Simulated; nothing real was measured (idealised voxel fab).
process module | voxel wiring stack
cross-section cut | 235 nm wide | cells 5 nm
A cross-section is a grid of square cells, given in bands from the top down. A band is one or more rows of cells.
Each band's line starts with the height of the band's top and of its bottom, in nm. Then come its materials from left to right, each with its width in nm. One material with "throughout" fills the band from edge to edge. "air" is empty space.
Height 0 is the level under which the wafer as received is all one material. The lowest band goes on downwards, as in "0 down".
A width such as "30 to 40" changes by the same amount from each row of cells to the next, from the band's top row to its bottom row.
"no change" after a step means that no cell of the cross-section changed.
closed voids: empty space of 8 cells or more with no open way to the top, each as width x height at its distance from the left edge, in nm
after a step's settings: what the simulator itself notes on the step
overlay nm, on a step with a mask: how far to the right of its planned place the mask lay; to the left if negative
plan
1 op RECEIVE | material Si
2 op CONFORMAL_DEP | material SiO2 | thk nm 10
3 op DIRECTIONAL_DEP | material TiN | thk nm 5
4 op DIRECTIONAL_DEP | material W | thk nm 20
5 op PATTERN | tone cover | mask id METAL_1 | material resist | width nm 20 | pitch nm 40 | thk nm 20 | overlay nm 0
6 op DIRECTIONAL_ETCH | etch materials W | depth nm 20
7 op DIRECTIONAL_ETCH | etch materials TiN | depth nm 5
8 op STRIP | etch materials resist
9 op FILL_DEP | material lowk | thk nm 5
10 op CMP | height nm 35
11 op CONFORMAL_DEP | material SiCN | thk nm 5
12 op DIRECTIONAL_DEP | material lowk | thk nm 30
13 op PATTERN | tone open | mask id METAL_2 | material resist | width nm 20 | pitch nm 40 | thk nm 20 | overlay nm 0
14 op DIRECTIONAL_ETCH | etch materials lowk | depth nm 20
15 op STRIP | etch materials resist
16 op MASKED_ETCH | tone open | mask id METAL_2_HOLES | width nm 15 | etch materials lowk | depth nm 10 | overlay nm 0
17 op MASKED_ETCH | tone open | mask id METAL_2_HOLES | width nm 15 | etch materials SiCN | depth nm 5 | overlay nm 0
18 op CONFORMAL_DEP | material TiN | thk nm 5
19 op FILL_DEP | material Cu | thk nm 5
20 op CMP | height nm 70
21 op CONFORMAL_DEP | material SiCN | thk nm 5
22 op DIRECTIONAL_DEP | material lowk | thk nm 35
23 op DIRECTIONAL_DEP | material aC | thk nm 10
24 op PATTERN | tone open | mask id METAL_3 | material resist | width nm 20 | pitch nm 40 | thk nm 30 | overlay nm 0
25 op DIRECTIONAL_ETCH | etch materials aC | depth nm 10
26 op STRIP | etch materials resist
27 op DIRECTIONAL_ETCH | etch materials lowk | depth nm 20
28 op STRIP | etch materials aC
29 op DIRECTIONAL_DEP | material aC | thk nm 15
30 op PATTERN | tone open | mask id METAL_3_HOLES | material resist | width nm 15 | thk nm 35 | overlay nm 0
31 op DIRECTIONAL_ETCH | etch materials aC | depth nm 15
32 op STRIP | etch materials resist
33 op DIRECTIONAL_ETCH | etch materials lowk | depth nm 15
34 op DIRECTIONAL_ETCH | etch materials SiCN | depth nm 5
35 op STRIP | etch materials aC
36 op CONFORMAL_DEP | material TiN | thk nm 5
37 op FILL_DEP | material Cu | thk nm 5
38 op CMP | height nm 110
39 op CONFORMAL_DEP | material SiCN | thk nm 5
40 op DIRECTIONAL_DEP | material lowk | thk nm 10
41 op MASKED_ETCH | tone open | mask id PLUG_3 | width nm 15 | pitch nm 40 | etch materials lowk | depth nm 10 | overlay nm 0
42 op MASKED_ETCH | tone open | mask id PLUG_3 | width nm 15 | pitch nm 40 | etch materials SiCN | depth nm 5 | overlay nm 0
43 op EPI | material Ru | thk nm 10
44 op EPI | material Ru | thk nm 5
45 op CONFORMAL_DEP | material SiN | thk nm 5
46 op DIRECTIONAL_DEP | material lowk | thk nm 20
47 op MASKED_ETCH | tone open | mask id METAL_4 | width nm 20 | pitch nm 40 | etch materials lowk | depth nm 20 | overlay nm 0
48 op MASKED_ETCH | tone open | mask id METAL_4 | width nm 20 | pitch nm 40 | etch materials SiN | depth nm 5 | overlay nm 0
49 op CONFORMAL_DEP | material TiN | thk nm 5
50 op FILL_DEP | material Ru | thk nm 5
51 op CMP | height nm 150
52 op EPI | material Ru | thk nm 5
53 op FILL_DEP | material SiCN | thk nm 5
as received, after step 1
  0 down: Si throughout
  closed voids: none
first wafer at the end, as planned
  160 to 155: SiCN throughout
  155 to 150: SiCN 80 | Ru 30 | SiCN 10 | Ru 30 | SiCN 85
  150 to 130: lowk 85 | TiN 5 | Ru 10 | TiN 5 | lowk 20 | TiN 5 | Ru 10 | TiN 5 | lowk 90
  130 to 125: SiN 85 | TiN 20 | SiN 20 | TiN 20 | SiN 90
  125 to 115: lowk 85 | Ru 15 | lowk 25 | Ru 15 | lowk 95
  115 to 110: SiCN 85 | Ru 15 | SiCN 25 | Ru 15 | SiCN 95
  110 to 95: lowk 85 | TiN 5 | Cu 10 | TiN 5 | lowk 20 | TiN 5 | Cu 10 | TiN 5 | lowk 90
  95 to 90: lowk 85 | TiN 5 | Cu 5 | TiN 10 | lowk 20 | TiN 20 | lowk 90
  90 to 75: lowk 85 | TiN 5 | Cu 5 | TiN 5 | lowk 135
  75 to 70: SiCN 85 | TiN 15 | SiCN 135
  70 to 55: lowk 85 | TiN 5 | Cu 10 | TiN 5 | lowk 20 | TiN 5 | Cu 10 | TiN 5 | lowk 90
  55 to 50: lowk 85 | TiN 5 | Cu 5 | TiN 10 | lowk 20 | TiN 20 | lowk 90
  50 to 40: lowk 85 | TiN 5 | Cu 5 | TiN 5 | lowk 135
  40 to 35: SiCN 85 | TiN 15 | SiCN 135
  35 to 15: lowk 85 | W 20 | lowk 20 | W 20 | lowk 90
  15 to 10: lowk 85 | TiN 20 | lowk 20 | TiN 20 | lowk 90
  10 to 0: SiO2 throughout
  0 down: Si throughout
  closed voids: none
second wafer at the end: like start, like plan, one mistake
  160 to 155: SiCN throughout
  155 to 150: SiCN 80 | Ru 30 | SiCN 10 | Ru 30 | SiCN 85
  150 to 130: lowk 85 | TiN 5 | Ru 10 | TiN 5 | lowk 20 | TiN 5 | Ru 10 | TiN 5 | lowk 90
  130 to 125: SiN 85 | TiN 20 | SiN 20 | TiN 20 | SiN 90
  125 to 115: lowk 85 | Ru 15 | lowk 25 | Ru 15 | lowk 95
  115 to 110: SiCN 85 | Ru 15 | SiCN 25 | Ru 15 | SiCN 95
  110 to 100: lowk 85 | TiN 5 | Cu 15 | TiN 5 | lowk 20 | TiN 5 | Cu 10 | TiN 5 | lowk 85
  100 to 95: lowk 85 | TiN 10 | Cu 10 | TiN 5 | lowk 20 | TiN 5 | Cu 10 | TiN 5 | lowk 85
  95 to 90: lowk 90 | TiN 20 | lowk 20 | TiN 20 | lowk 85
  90 to 75: lowk 90 | TiN 10 | lowk 135
  75 to 70: SiCN 90 | TiN 10 | SiCN 135
  70 to 55: lowk 85 | TiN 5 | Cu 10 | TiN 5 | lowk 20 | TiN 5 | Cu 10 | TiN 5 | lowk 90
  55 to 50: lowk 85 | TiN 5 | Cu 5 | TiN 10 | lowk 20 | TiN 20 | lowk 90
  50 to 40: lowk 85 | TiN 5 | Cu 5 | TiN 5 | lowk 135
  40 to 35: SiCN 85 | TiN 15 | SiCN 135
  35 to 15: lowk 85 | W 20 | lowk 20 | W 20 | lowk 90
  15 to 10: lowk 85 | TiN 20 | lowk 20 | TiN 20 | lowk 90
  10 to 0: SiO2 throughout
  0 down: Si throughout
  closed voids: none
what went wrong: step 24 ran as: op PATTERN | tone open | mask id METAL_3 | material resist | width nm 20 | pitch nm 40 | thk nm 30 | overlay nm 5
at the end the second wafer has, in cells: 2 fewer of Cu | 1 more of SiCN | 1 more of TiN
